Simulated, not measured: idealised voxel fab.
The name of this process module is voxel ribs on slabs.
Section cut is 155 nm wide and gridded with 5 nm square cells.
The cross-sections in this document take the form of a grid made of square cells. They are written out as bands, in order from top to bottom. Each band consists of one or more rows of cells. Read a band's entry like this: the first values are the height of its top and the height of its bottom in nm, and what follows is the sequence of materials from left to right, each with its width in nm. Note that "blank" is empty space, and that a single material marked "everywhere" reaches across the band from edge to edge. Counting heights begins at 0, where everything beneath is, in the wafer as received, one material. The lowest band has no bottom; it goes on downwards, as "z 0 and below" shows. The notation "30->40" denotes a width that varies across the rows of cells in the band, beginning at the first number in the top row, finishing at the second number in the bottom row, and changing by an identical amount from each row to the next. A step reported as "remains unaltered" is a step in which no cell of the cross-section changed. Basically, "Sealed voids" tells you about the enclosed voids: empty spaces with no open way to the top, 8 cells or bigger, each written width x height at distance, where distance is from the left edge, all in nm. On each step's line, the part that comes after the settings is the simulator's own comment on the step. "overlay nm" denotes, for a step that has a mask, the displacement of the mask to the right of its planned place, with negative values corresponding to the left.
These are the steps we planned for the process:
1. RECEIVE, material Si
2. DIRECTIONAL_DEP, material SiO2, thk nm 20
3. DIRECTIONAL_DEP, material polySi, thk nm 25
4. PATTERN, tone cover, mask id RIB, material resist, width nm 25, thk nm 15, overlay nm 0
5. DIRECTIONAL_ETCH, etch materials polySi, depth nm 5
6. STRIP, etch materials resist
7. MASKED_ETCH, tone cover, mask id SLAB, width nm 85, etch materials polySi, depth nm 20, overlay nm 0
8. FILL_DEP, material SiO2, thk nm 30
9. CMP, height nm 65
10. DIRECTIONAL_DEP, material TiN, thk nm 10
11. DIRECTIONAL_DEP, material aC, thk nm 10
12. PATTERN, tone cover, mask id HEATER, material resist, width nm 35, thk nm 30, overlay nm 0
13. DIRECTIONAL_ETCH, etch materials aC, depth nm 10
14. STRIP, etch materials resist
15. DIRECTIONAL_ETCH, etch materials TiN, depth nm 10
16. STRIP, etch materials aC
17. CONFORMAL_DEP, material SiN, thk nm 10
On the first of the two wafers: run conducted according to plan:
Delivered wafer in cross-section: state after step 1:
  z 0 and below  Si everywhere
  Sealed voids: none
The following cross-section depicts the wafer upon completion of step 2:
  z 20 to 0  SiO2 everywhere
  Everything under 0 stays put, no change at all.
The following cross-section depicts the wafer upon completion of step 3:
  z 45 to 20  polySi everywhere
  Everything under 20 stays put, no change at all.
The following cross-section depicts the wafer upon completion of step 4:
  z 60 to 45  65 blank, 25 resist, 65 blank
  Everything under 45 stays put, no change at all.
The following cross-section depicts the wafer upon completion of step 5:
  z 60 to 45  65 blank, 25 resist, 65 blank
  z 45 to 40  65 blank, 25 polySi, 65 blank
  Everything under 40 stays put, no change at all.
The following cross-section depicts the wafer upon completion of step 6:
  z 45 to 40  65 blank, 25 polySi, 65 blank
  Everything under 40 stays put, no change at all.
The following cross-section depicts the wafer upon completion of step 7:
  z 45 to 40  65 blank, 25 polySi, 65 blank
  z 40 to 20  35 blank, 85 polySi, 35 blank
  Everything under 20 stays put, no change at all.
The following cross-section depicts the wafer upon completion of step 8:
  z 75 to 45  SiO2 everywhere
  z 45 to 40  65 SiO2, 25 polySi, 65 SiO2
  z 40 to 20  35 SiO2, 85 polySi, 35 SiO2
  Everything under 20 stays put, no change at all.
The following cross-section depicts the wafer upon completion of step 9:
  z 65 to 45  SiO2 everywhere
  Everything under 45 stays put, no change at all.
The following cross-section depicts the wafer upon completion of step 10:
  z 75 to 65  TiN everywhere
  Everything under 65 stays put, no change at all.
The following cross-section depicts the wafer upon completion of step 11:
  z 85 to 75  aC everywhere
  Everything under 75 stays put, no change at all.
The following cross-section depicts the wafer upon completion of step 12:
  z 115 to 85  60 blank, 35 resist, 60 blank
  Everything under 85 stays put, no change at all.
The following cross-section depicts the wafer upon completion of step 13:
  z 105 to 85  60 blank, 35 resist, 60 blank
  z 85 to 75  60 blank, 35 aC, 60 blank
  Everything under 75 stays put, no change at all.
The following cross-section depicts the wafer upon completion of step 14:
  z 85 to 75  60 blank, 35 aC, 60 blank
  Everything under 75 stays put, no change at all.
The following cross-section depicts the wafer upon completion of step 15:
  z 85 to 75  60 blank, 35 aC, 60 blank
  z 75 to 65  60 blank, 35 TiN, 60 blank
  Everything under 65 stays put, no change at all.
The following cross-section depicts the wafer upon completion of step 16:
  z 75 to 65  60 blank, 35 TiN, 60 blank
  Everything under 65 stays put, no change at all.
The following cross-section depicts the wafer upon completion of step 17:
  z 85 to 75  50 blank, 55 SiN, 50 blank
  z 75 to 65  60 SiN, 35 TiN, 60 SiN
  Everything under 65 stays put, no change at all.
It is to be noted that the second wafer proceeded from the same initial state and according to the same plan as the first, although one mistake was committed in its execution; through step 16, inclusive, the two wafers share an identical history:
Second wafer, section view, time point: scheduled end of step 17:
  z 85 to 75  50 blank, 55 aC, 50 blank
  z 75 to 65  60 aC, 35 TiN, 60 aC
  Everything under 65 stays put, no change at all.
So what did we get wrong on this run? step 17 was processed under conditions differing from the plan, specifically as CONFORMAL_DEP, material aC, thk nm 10
Final difference in cells, second wafer against first, listed per material as more or fewer: -70 SiN | +70 aC
